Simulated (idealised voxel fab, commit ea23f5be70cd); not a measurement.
The following process module bears the name voxel lift off.
Section shown: cut. Width: 275 nm. Cell size: 5 nm, square.
A cross-section is a grid of square cells, given in bands from the top down. A band is one or more rows of cells.
Band entry format. Leading values: height of top, height of bottom, nm. Remainder: materials in left-to-right order, each with its width in nm. Special words: "everywhere" on a single material, which then fills the band edge to edge; "air", empty space.
Heights are measured from 0, the level below which the as-received wafer is all one material; the lowest band has no bottom and continues downward, written as in "0 nm and below".
The notation "30->40" denotes a width that varies across the rows of cells in the band, beginning at the first number in the top row, finishing at the second number in the bottom row, and changing by an identical amount from each row to the next.
"stayed the same", as given for a step, is the statement that not any cell of the cross-section underwent a change during that step.
So "Cavities, closed" is basically the list of trapped voids: any empty space of 8 cells or more that can't reach the top through an opening. They're written width x height at distance, the distance being from the left edge, and it's all nm.
If you see something after the settings on a step's line, that's the simulator's own remark about that step.
If you see "overlay nm" on a step's line and that step has a mask, it's telling you how far right of where it was planned the mask ended up; a negative number means it went left instead.

Below is the list of planned process steps:
1. RECEIVE, material Si
2. CONFORMAL_DEP, material Al2O3, thk nm 10
3. PATTERN, tone open, mask id LINES, material resist, width nm 15, pitch nm 45, thk nm 25, overlay nm 0
4. DIRECTIONAL_DEP, material Ru, thk nm 15
5. STRIP, etch materials resist
6. CONFORMAL_DEP, material SiN, thk nm 10

First of two wafers - as planned:

As-received wafer cross-section (after step 1):
    0 nm and below | Si everywhere
    Cavities, closed: none

State of the wafer after step 2, shown in cross-section:
    10 nm to 0 nm | Al2O3 everywhere
    Nothing below the height 0 has changed.

State of the wafer after step 3, shown in cross-section:
    35 nm to 10 nm | resist 105  air 15  resist 30  air 15  resist 110
    Nothing below the height 10 has changed.

State of the wafer after step 4, shown in cross-section:
    50 nm to 35 nm | Ru 105  air 15  Ru 30  air 15  Ru 110
    35 nm to 25 nm | resist 105  air 15  resist 30  air 15  resist 110
    25 nm to 10 nm | resist 105  Ru 15  resist 30  Ru 15  resist 110
    Nothing below the height 10 has changed.

State of the wafer after step 5, shown in cross-section:
    25 nm to 10 nm | air 105  Ru 15  air 30  Ru 15  air 110
    Nothing below the height 10 has changed.

State of the wafer after step 6, shown in cross-section:
    35 nm to 25 nm | air 95  SiN 35  air 10  SiN 35  air 100
    25 nm to 20 nm | air 95  SiN 10  Ru 15  SiN 10  air 10  SiN 10  Ru 15  SiN 10  air 100
    20 nm to 10 nm | SiN 105  Ru 15  SiN 30  Ru 15  SiN 110
    Nothing below the height 10 has changed.

Now the other wafer: same start, same recipe, but we messed up one thing when running it. Up to and including step 5 it's the same as the first one:

Second wafer, sectioned view, at step 6's planned end time: stayed the same
Plan not followed: skipped: plan step 6 (never run)
Upon completion, the second wafer contains, in terms of cells, a greater or smaller amount of certain materials than the first wafer: -134 SiN
